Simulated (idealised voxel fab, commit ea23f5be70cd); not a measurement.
You're looking at the process module voxel ribs on slabs.
Pictured: cross-section cut, 270 nm wide, on a grid of 5 nm square cells.
Just so we're on the same page, the cross-sections are grids of square cells, and they're listed out in bands top to bottom, each band one or more rows deep.
Within each band entry, the heights of the top and of the bottom of the band appear first, in that order and in nm; the materials of the band then follow from left to right, each with its corresponding width in nm. The designation "all across" on a single material indicates that it fills the band from edge to edge; the designation "air" indicates empty space.
Height is counted from the level 0, under which the received wafer is composed throughout of one material. The lowest of the bands is not closed at the bottom but continues downward, in the notation "0 and below".
So if you see something like "30->40" for the width, read it as the top row of the band sitting at the first number and the bottom row at the second, with every row in between moving by the same amount as the last.
"no alteration" -> step changed no cross-section cell.
"Completely enclosed voids" contains a list of empty spaces, each no smaller than 8 cells and without an open way to the top, written in the form width x height at distance with the distance from the left edge and all three in nm.
Read whatever lies past the settings on a step's line as the simulator's own remark about the step.
overlay nm: on a step with a mask, how far right of its planned place the mask lay; negative means left.
Here's what the planned process steps look like
| 1 | RECEIVE [material Si] |
| 2 | DIRECTIONAL_DEP [material SiO2] [thk nm 30] |
| 3 | DIRECTIONAL_DEP [material polySi] [thk nm 25] |
| 4 | MASKED_ETCH [tone cover] [mask id RIB] [width nm 20] [etch materials polySi] [depth nm 20] [overlay nm 0] |
| 5 | PATTERN [tone cover] [mask id SLAB] [material resist] [width nm 70] [thk nm 20] [overlay nm 0] |
| 6 | DIRECTIONAL_ETCH [etch materials polySi] [depth nm 5] |
| 7 | STRIP [etch materials resist] |
| 8 | FILL_DEP [material SiO2] [thk nm 20] |
| 9 | CMP [height nm 65] |
| 10 | DIRECTIONAL_DEP [material TiN] [thk nm 10] |
| 11 | DIRECTIONAL_DEP [material aC] [thk nm 10] |
| 12 | PATTERN [tone cover] [mask id HEATER] [material resist] [width nm 30] [thk nm 30] [overlay nm 0] |
| 13 | DIRECTIONAL_ETCH [etch materials aC] [depth nm 10] |
| 14 | STRIP [etch materials resist] |
| 15 | DIRECTIONAL_ETCH [etch materials TiN] [depth nm 10] |
| 16 | STRIP [etch materials aC] |
| 17 | CONFORMAL_DEP [material SiO2] [thk nm 10] |
Delivered wafer in cross-section: state after step 1
    0 and below: Si all across
    Completely enclosed voids: none
The cross-section shown corresponds to the wafer at the conclusion of the module. The initial structure and the process plan are those presented above; however, one mistake occurred in executing the plan
    85 down to 75: 110 of air; 50 of SiO2; 110 of air
    75 down to 65: 120 of SiO2; 30 of TiN; 120 of SiO2
    65 down to 25: SiO2 all across
    25 down to 0: polySi all across
    0 and below: Si all across
    Completely enclosed voids: none
What broke from the plan during processing? the intended sequence of steps 2 and 3 was reversed during processing, with each occupying the position of the other
